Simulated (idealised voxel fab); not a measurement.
This is a process module. Its name is voxel gate over fins.
We display cut, a cross-section 170 nm in width whose square cells are each 5 nm.
Throughout this document, each cross-section is represented as a grid of square cells and is presented as a sequence of bands enumerated from the top downward, where a band comprises one or more rows of cells.
Top height, bottom height, nm. Materials left to right, width each, nm. Single material + "everywhere" = fills band edge to edge. "air" = empty.
The reference from which all heights are counted is 0, the level beneath which the as-received wafer is entirely one material; the lowest band, having no lower bound, proceeds downward and is written after the example "0 nm and below".
Top row gets the first number, bottom row gets the second, and each row in between changes by the same step: that is how a band width like "30..40" works.
The cross-section has no changed cell in any step marked "left unchanged".
The entry "Trapped cavities" lists the empty spaces that cover at least 8 cells and have no open path to the top. Each is written as width x height at distance, where the distance is measured from the left edge and all three values are in nm.
Heads up: the bit after the settings on a step's line is the simulator's remark on that step.
What "overlay nm" on a step's line means: if the step has a mask, that mask lay this far to the right of its planned place, or, when the value is negative, to the left.
These are the steps we planned for the process:
1) RECEIVE (material Si)
2) CONFORMAL_DEP (material SiN; thk nm 10)
3) DIRECTIONAL_DEP (material aC; thk nm 10)
4) PATTERN (tone cover; mask id FINS; material resist; width nm 15; pitch nm 60; thk nm 30; overlay nm 0)
5) DIRECTIONAL_ETCH (etch materials aC; depth nm 10)
6) STRIP (etch materials resist)
7) DIRECTIONAL_ETCH (etch materials SiN; depth nm 10)
8) DIRECTIONAL_ETCH (etch materials Si; depth nm 35)
9) STRIP (etch materials aC)
10) OXIDIZE (depth nm 5)
11) FILL_DEP (material SiO2; thk nm 5)
12) CMP (height nm 10)
13) DIRECTIONAL_DEP (material aC; thk nm 15)
14) PATTERN (tone open; mask id RAIL; material resist; width nm 15; thk nm 30; overlay nm 0)
15) DIRECTIONAL_ETCH (etch materials aC; depth nm 15)
16) STRIP (etch materials resist)
17) DIRECTIONAL_ETCH (etch materials SiO2; depth nm 40)
18) STRIP (etch materials aC)
19) CONFORMAL_DEP (material TiN; thk nm 5)
20) FILL_DEP (material Ru; thk nm 10)
21) CMP (height nm 10)
22) SELECTIVE_ETCH (etch materials W Ru TiN; depth nm 30)
23) FILL_DEP (material SiO2; thk nm 5)
24) CMP (height nm 10)
25) SELECTIVE_ETCH (etch materials SiO2; depth nm 25)
26) STRIP (etch materials SiN)
27) CONFORMAL_DEP (material HfO2; thk nm 5)
28) CONFORMAL_DEP (material TiN; thk nm 5)
29) CONFORMAL_DEP (material TiAl; thk nm 5)
30) CONFORMAL_DEP (material TiN; thk nm 5)
31) FILL_DEP (material W; thk nm 15)
32) CMP (height nm 30)
33) CONFORMAL_DEP (material SiCN; thk nm 5)
first wafer, as planned:
Cross-section of the wafer upon arrival, representing the state reached after step 1:
    0 nm and below: Si everywhere
    Trapped cavities: none
Sectional view: wafer, after step 2:
    10 nm to 0 nm: SiN everywhere
    Everything under 0 stays put, no change at all.
Sectional view: wafer, after step 3:
    20 nm to 10 nm: aC everywhere
    Everything under 10 stays put, no change at all.
Sectional view: wafer, after step 4:
    50 nm to 20 nm: 45 air  15 resist  45 air  15 resist  50 air
    Everything under 20 stays put, no change at all.
Sectional view: wafer, after step 5:
    40 nm to 20 nm: 45 air  15 resist  45 air  15 resist  50 air
    20 nm to 10 nm: 45 air  15 aC  45 air  15 aC  50 air
    Everything under 10 stays put, no change at all.
Sectional view: wafer, after step 6:
    20 nm to 10 nm: 45 air  15 aC  45 air  15 aC  50 air
    Everything under 10 stays put, no change at all.
Sectional view: wafer, after step 7:
    20 nm to 10 nm: 45 air  15 aC  45 air  15 aC  50 air
    10 nm to 0 nm: 45 air  15 SiN  45 air  15 SiN  50 air
    Everything under 0 stays put, no change at all.
Sectional view: wafer, after step 8:
    20 nm to 10 nm: 45 air  15 aC  45 air  15 aC  50 air
    10 nm to 0 nm: 45 air  15 SiN  45 air  15 SiN  50 air
    0 nm to -35 nm: 45 air  15 Si  45 air  15 Si  50 air
    Everything under -35 stays put, no change at all.
Sectional view: wafer, after step 9:
    10 nm to 0 nm: 45 air  15 SiN  45 air  15 SiN  50 air
    Everything under 0 stays put, no change at all.
Sectional view: wafer, after step 10:
    10 nm to 0 nm: 45 air  15 SiN  45 air  15 SiN  50 air
    0 nm to -35 nm: 45 air  5 SiO2  5 Si  5 SiO2  45 air  5 SiO2  5 Si  5 SiO2  50 air
    -35 nm to -40 nm: 50 SiO2  5 Si  55 SiO2  5 Si  55 SiO2
    Everything under -40 stays put, no change at all.
Sectional view: wafer, after step 11:
    15 nm to 10 nm: SiO2 everywhere
    10 nm to 0 nm: 45 SiO2  15 SiN  45 SiO2  15 SiN  50 SiO2
    0 nm to -40 nm: 50 SiO2  5 Si  55 SiO2  5 Si  55 SiO2
    Everything under -40 stays put, no change at all.
Sectional view: wafer, after step 12:
    10 nm to 0 nm: 45 SiO2  15 SiN  45 SiO2  15 SiN  50 SiO2
    Everything under 0 stays put, no change at all.
Sectional view: wafer, after step 13:
    25 nm to 10 nm: aC everywhere
    Everything under 10 stays put, no change at all.
Sectional view: wafer, after step 14:
    55 nm to 25 nm: 75 resist  15 air  80 resist
    Everything under 25 stays put, no change at all.
Sectional view: wafer, after step 15:
    40 nm to 25 nm: 75 resist  15 air  80 resist
    25 nm to 10 nm: 75 aC  15 air  80 aC
    Everything under 10 stays put, no change at all.
Sectional view: wafer, after step 16:
    25 nm to 10 nm: 75 aC  15 air  80 aC
    Everything under 10 stays put, no change at all.
Sectional view: wafer, after step 17:
    25 nm to 10 nm: 75 aC  15 air  80 aC
    10 nm to 0 nm: 45 SiO2  15 SiN  15 SiO2  15 air  15 SiO2  15 SiN  50 SiO2
    0 nm to -30 nm: 50 SiO2  5 Si  20 SiO2  15 air  20 SiO2  5 Si  55 SiO2
    Everything under -30 stays put, no change at all.
Sectional view: wafer, after step 18:
    10 nm to 0 nm: 45 SiO2  15 SiN  15 SiO2  15 air  15 SiO2  15 SiN  50 SiO2
    Everything under 0 stays put, no change at all.
Sectional view: wafer, after step 19:
    15 nm to 10 nm: 80 TiN  5 air  85 TiN
    10 nm to 0 nm: 45 SiO2  15 SiN  15 SiO2  5 TiN  5 air  5 TiN  15 SiO2  15 SiN  50 SiO2
    0 nm to -25 nm: 50 SiO2  5 Si  20 SiO2  5 TiN  5 air  5 TiN  20 SiO2  5 Si  55 SiO2
    -25 nm to -30 nm: 50 SiO2  5 Si  20 SiO2  15 TiN  20 SiO2  5 Si  55 SiO2
    Everything under -30 stays put, no change at all.
Sectional view: wafer, after step 20:
    25 nm to 15 nm: Ru everywhere
    15 nm to 10 nm: 80 TiN  5 Ru  85 TiN
    10 nm to 0 nm: 45 SiO2  15 SiN  15 SiO2  5 TiN  5 Ru  5 TiN  15 SiO2  15 SiN  50 SiO2
    0 nm to -25 nm: 50 SiO2  5 Si  20 SiO2  5 TiN  5 Ru  5 TiN  20 SiO2  5 Si  55 SiO2
    Everything under -25 stays put, no change at all.
Sectional view: wafer, after step 21:
    10 nm to 0 nm: 45 SiO2  15 SiN  15 SiO2  5 TiN  5 Ru  5 TiN  15 SiO2  15 SiN  50 SiO2
    Everything under 0 stays put, no change at all.
Sectional view: wafer, after step 22:
    10 nm to 0 nm: 45 SiO2  15 SiN  15 SiO2  15 air  15 SiO2  15 SiN  50 SiO2
    0 nm to -20 nm: 50 SiO2  5 Si  20 SiO2  15 air  20 SiO2  5 Si  55 SiO2
    Everything under -20 stays put, no change at all.
Sectional view: wafer, after step 23:
    15 nm to 10 nm: SiO2 everywhere
    10 nm to 0 nm: 45 SiO2  15 SiN  45 SiO2  15 SiN  50 SiO2
    0 nm to -20 nm: 50 SiO2  5 Si  55 SiO2  5 Si  55 SiO2
    Everything under -20 stays put, no change at all.
Sectional view: wafer, after step 24:
    10 nm to 0 nm: 45 SiO2  15 SiN  45 SiO2  15 SiN  50 SiO2
    Everything under 0 stays put, no change at all.
Sectional view: wafer, after step 25:
    10 nm to 0 nm: 45 air  15 SiN  45 air  15 SiN  50 air
    0 nm to -15 nm: 50 air  5 Si  55 air  5 Si  55 air
    Everything under -15 stays put, no change at all.
Sectional view: wafer, after step 26:
    0 nm to -15 nm: 50 air  5 Si  55 air  5 Si  55 air
    Everything under -15 stays put, no change at all.
Sectional view: wafer, after step 27:
    5 nm to 0 nm: 45 air  15 HfO2  45 air  15 HfO2  50 air
    0 nm to -10 nm: 45 air  5 HfO2  5 Si  5 HfO2  45 air  5 HfO2  5 Si  5 HfO2  50 air
    -10 nm to -15 nm: 50 HfO2  5 Si  55 HfO2  5 Si  55 HfO2
    Everything under -15 stays put, no change at all.
Sectional view: wafer, after step 28:
    10 nm to 5 nm: 40 air  25 TiN  35 air  25 TiN  45 air
    5 nm to 0 nm: 40 air  5 TiN  15 HfO2  5 TiN  35 air  5 TiN  15 HfO2  5 TiN  45 air
    0 nm to -5 nm: 40 air  5 TiN  5 HfO2  5 Si  5 HfO2  5 TiN  35 air  5 TiN  5 HfO2  5 Si  5 HfO2  5 TiN  45 air
    -5 nm to -10 nm: 45 TiN  5 HfO2  5 Si  5 HfO2  45 TiN  5 HfO2  5 Si  5 HfO2  50 TiN
    Everything under -10 stays put, no change at all.
Sectional view: wafer, after step 29:
    15 nm to 10 nm: 35 air  35 TiAl  25 air  35 TiAl  40 air
    10 nm to 5 nm: 35 air  5 TiAl  25 TiN  5 TiAl  25 air  5 TiAl  25 TiN  5 TiAl  40 air
    5 nm to 0 nm: 35 air  5 TiAl  5 TiN  15 HfO2  5 TiN  5 TiAl  25 air  5 TiAl  5 TiN  15 HfO2  5 TiN  5 TiAl  40 air
    0 nm to -5 nm: 40 TiAl  5 TiN  5 HfO2  5 Si  5 HfO2  5 TiN  35 TiAl  5 TiN  5 HfO2  5 Si  5 HfO2  5 TiN  45 TiAl
    Everything under -5 stays put, no change at all.
Sectional view: wafer, after step 30:
    20 nm to 15 nm: 30 air  45 TiN  15 air  45 TiN  35 air
    15 nm to 10 nm: 30 air  5 TiN  35 TiAl  5 TiN  15 air  5 TiN  35 TiAl  5 TiN  35 air
    10 nm to 5 nm: 30 air  5 TiN  5 TiAl  25 TiN  5 TiAl  5 TiN  15 air  5 TiN  5 TiAl  25 TiN  5 TiAl  5 TiN  35 air
    5 nm to 0 nm: 35 TiN  5 TiAl  5 TiN  15 HfO2  5 TiN  5 TiAl  25 TiN  5 TiAl  5 TiN  15 HfO2  5 TiN  5 TiAl  40 TiN
    Everything under 0 stays put, no change at all.
Sectional view: wafer, after step 31:
    35 nm to 20 nm: W everywhere
    20 nm to 15 nm: 30 W  45 TiN  15 W  45 TiN  35 W
    15 nm to 10 nm: 30 W  5 TiN  35 TiAl  5 TiN  15 W  5 TiN  35 TiAl  5 TiN  35 W
    10 nm to 5 nm: 30 W  5 TiN  5 TiAl  25 TiN  5 TiAl  5 TiN  15 W  5 TiN  5 TiAl  25 TiN  5 TiAl  5 TiN  35 W
    Everything under 5 stays put, no change at all.
Sectional view: wafer, after step 32:
    30 nm to 20 nm: W everywhere
    Everything under 20 stays put, no change at all.
Sectional view: wafer, after step 33:
    35 nm to 30 nm: SiCN everywhere
    Everything under 30 stays put, no change at all.
The Second Wafer: Common Origin and Plan, One Mistake in Execution, Identical to the First Through Step 4:
when step 5 should have ended:
    30 nm to 20 nm: 45 air  15 resist  45 air  15 resist  50 air
    20 nm to 10 nm: 45 air  15 aC  45 air  15 aC  50 air
    Everything under 10 stays put, no change at all.
when step 6 should have ended:
    20 nm to 10 nm: 45 air  15 aC  45 air  15 aC  50 air
    Everything under 10 stays put, no change at all.
when step 7 should have ended:
    20 nm to 10 nm: 45 air  15 aC  45 air  15 aC  50 air
    10 nm to 0 nm: 45 air  15 SiN  45 air  15 SiN  50 air
    Everything under 0 stays put, no change at all.
when step 8 should have ended:
    20 nm to 10 nm: 45 air  15 aC  45 air  15 aC  50 air
    10 nm to 0 nm: 45 air  15 SiN  45 air  15 SiN  50 air
    0 nm to -35 nm: 45 air  15 Si  45 air  15 Si  50 air
    Everything under -35 stays put, no change at all.
when step 9 should have ended:
    10 nm to 0 nm: 45 air  15 SiN  45 air  15 SiN  50 air
    Everything under 0 stays put, no change at all.
when step 10 should have ended:
    10 nm to 0 nm: 45 air  15 SiN  45 air  15 SiN  50 air
    0 nm to -35 nm: 45 air  5 SiO2  5 Si  5 SiO2  45 air  5 SiO2  5 Si  5 SiO2  50 air
    -35 nm to -40 nm: 50 SiO2  5 Si  55 SiO2  5 Si  55 SiO2
    Everything under -40 stays put, no change at all.
when step 11 should have ended:
    15 nm to 10 nm: SiO2 everywhere
    10 nm to 0 nm: 45 SiO2  15 SiN  45 SiO2  15 SiN  50 SiO2
    0 nm to -40 nm: 50 SiO2  5 Si  55 SiO2  5 Si  55 SiO2
    Everything under -40 stays put, no change at all.
when step 12 should have ended:
    10 nm to 0 nm: 45 SiO2  15 SiN  45 SiO2  15 SiN  50 SiO2
    Everything under 0 stays put, no change at all.
when step 13 should have ended:
    25 nm to 10 nm: aC everywhere
    Everything under 10 stays put, no change at all.
when step 14 should have ended:
    55 nm to 25 nm: 75 resist  15 air  80 resist
    Everything under 25 stays put, no change at all.
when step 15 should have ended:
    40 nm to 25 nm: 75 resist  15 air  80 resist
    25 nm to 10 nm: 75 aC  15 air  80 aC
    Everything under 10 stays put, no change at all.
when step 16 should have ended:
    25 nm to 10 nm: 75 aC  15 air  80 aC
    Everything under 10 stays put, no change at all.
when step 17 should have ended:
    25 nm to 10 nm: 75 aC  15 air  80 aC
    10 nm to 0 nm: 45 SiO2  15 SiN  15 SiO2  15 air  15 SiO2  15 SiN  50 SiO2
    0 nm to -30 nm: 50 SiO2  5 Si  20 SiO2  15 air  20 SiO2  5 Si  55 SiO2
    Everything under -30 stays put, no change at all.
when step 18 should have ended:
    10 nm to 0 nm: 45 SiO2  15 SiN  15 SiO2  15 air  15 SiO2  15 SiN  50 SiO2
    Everything under 0 stays put, no change at all.
when step 19 should have ended:
    15 nm to 10 nm: 80 TiN  5 air  85 TiN
    10 nm to 0 nm: 45 SiO2  15 SiN  15 SiO2  5 TiN  5 air  5 TiN  15 SiO2  15 SiN  50 SiO2
    0 nm to -25 nm: 50 SiO2  5 Si  20 SiO2  5 TiN  5 air  5 TiN  20 SiO2  5 Si  55 SiO2
    -25 nm to -30 nm: 50 SiO2  5 Si  20 SiO2  15 TiN  20 SiO2  5 Si  55 SiO2
    Everything under -30 stays put, no change at all.
when step 20 should have ended:
    25 nm to 15 nm: Ru everywhere
    15 nm to 10 nm: 80 TiN  5 Ru  85 TiN
    10 nm to 0 nm: 45 SiO2  15 SiN  15 SiO2  5 TiN  5 Ru  5 TiN  15 SiO2  15 SiN  50 SiO2
    0 nm to -25 nm: 50 SiO2  5 Si  20 SiO2  5 TiN  5 Ru  5 TiN  20 SiO2  5 Si  55 SiO2
    Everything under -25 stays put, no change at all.
when step 21 should have ended:
    10 nm to 0 nm: 45 SiO2  15 SiN  15 SiO2  5 TiN  5 Ru  5 TiN  15 SiO2  15 SiN  50 SiO2
    Everything under 0 stays put, no change at all.
when step 22 should have ended:
    10 nm to 0 nm: 45 SiO2  15 SiN  15 SiO2  15 air  15 SiO2  15 SiN  50 SiO2
    0 nm to -20 nm: 50 SiO2  5 Si  20 SiO2  15 air  20 SiO2  5 Si  55 SiO2
    Everything under -20 stays put, no change at all.
when step 23 should have ended:
    15 nm to 10 nm: SiO2 everywhere
    10 nm to 0 nm: 45 SiO2  15 SiN  45 SiO2  15 SiN  50 SiO2
    0 nm to -20 nm: 50 SiO2  5 Si  55 SiO2  5 Si  55 SiO2
    Everything under -20 stays put, no change at all.
when step 24 should have ended:
    10 nm to 0 nm: 45 SiO2  15 SiN  45 SiO2  15 SiN  50 SiO2
    Everything under 0 stays put, no change at all.
when step 25 should have ended:
    10 nm to 0 nm: 45 air  15 SiN  45 air  15 SiN  50 air
    0 nm to -15 nm: 50 air  5 Si  55 air  5 Si  55 air
    Everything under -15 stays put, no change at all.
when step 26 should have ended:
    0 nm to -15 nm: 50 air  5 Si  55 air  5 Si  55 air
    Everything under -15 stays put, no change at all.
when step 27 should have ended:
    5 nm to 0 nm: 45 air  15 HfO2  45 air  15 HfO2  50 air
    0 nm to -10 nm: 45 air  5 HfO2  5 Si  5 HfO2  45 air  5 HfO2  5 Si  5 HfO2  50 air
    -10 nm to -15 nm: 50 HfO2  5 Si  55 HfO2  5 Si  55 HfO2
    Everything under -15 stays put, no change at all.
when step 28 should have ended:
    10 nm to 5 nm: 40 air  25 TiN  35 air  25 TiN  45 air
    5 nm to 0 nm: 40 air  5 TiN  15 HfO2  5 TiN  35 air  5 TiN  15 HfO2  5 TiN  45 air
    0 nm to -5 nm: 40 air  5 TiN  5 HfO2  5 Si  5 HfO2  5 TiN  35 air  5 TiN  5 HfO2  5 Si  5 HfO2  5 TiN  45 air
    -5 nm to -10 nm: 45 TiN  5 HfO2  5 Si  5 HfO2  45 TiN  5 HfO2  5 Si  5 HfO2  50 TiN
    Everything under -10 stays put, no change at all.
when step 29 should have ended:
    15 nm to 10 nm: 35 air  35 TiAl  25 air  35 TiAl  40 air
    10 nm to 5 nm: 35 air  5 TiAl  25 TiN  5 TiAl  25 air  5 TiAl  25 TiN  5 TiAl  40 air
    5 nm to 0 nm: 35 air  5 TiAl  5 TiN  15 HfO2  5 TiN  5 TiAl  25 air  5 TiAl  5 TiN  15 HfO2  5 TiN  5 TiAl  40 air
    0 nm to -5 nm: 40 TiAl  5 TiN  5 HfO2  5 Si  5 HfO2  5 TiN  35 TiAl  5 TiN  5 HfO2  5 Si  5 HfO2  5 TiN  45 TiAl
    Everything under -5 stays put, no change at all.
when step 30 should have ended:
    20 nm to 15 nm: 30 air  45 TiN  15 air  45 TiN  35 air
    15 nm to 10 nm: 30 air  5 TiN  35 TiAl  5 TiN  15 air  5 TiN  35 TiAl  5 TiN  35 air
    10 nm to 5 nm: 30 air  5 TiN  5 TiAl  25 TiN  5 TiAl  5 TiN  15 air  5 TiN  5 TiAl  25 TiN  5 TiAl  5 TiN  35 air
    5 nm to 0 nm: 35 TiN  5 TiAl  5 TiN  15 HfO2  5 TiN  5 TiAl  25 TiN  5 TiAl  5 TiN  15 HfO2  5 TiN  5 TiAl  40 TiN
    Everything under 0 stays put, no change at all.
when step 31 should have ended:
    35 nm to 20 nm: W everywhere
    20 nm to 15 nm: 30 W  45 TiN  15 W  45 TiN  35 W
    15 nm to 10 nm: 30 W  5 TiN  35 TiAl  5 TiN  15 W  5 TiN  35 TiAl  5 TiN  35 W
    10 nm to 5 nm: 30 W  5 TiN  5 TiAl  25 TiN  5 TiAl  5 TiN  15 W  5 TiN  5 TiAl  25 TiN  5 TiAl  5 TiN  35 W
    Everything under 5 stays put, no change at all.
when step 32 should have ended:
    30 nm to 20 nm: W everywhere
    Everything under 20 stays put, no change at all.
when step 33 should have ended:
    35 nm to 30 nm: SiCN everywhere
    Everything under 30 stays put, no change at all.
Which mistake was made when the wafer was run? plan step 5 ran twice
at the end the two cross-sections are the same: no effect in what this model computes
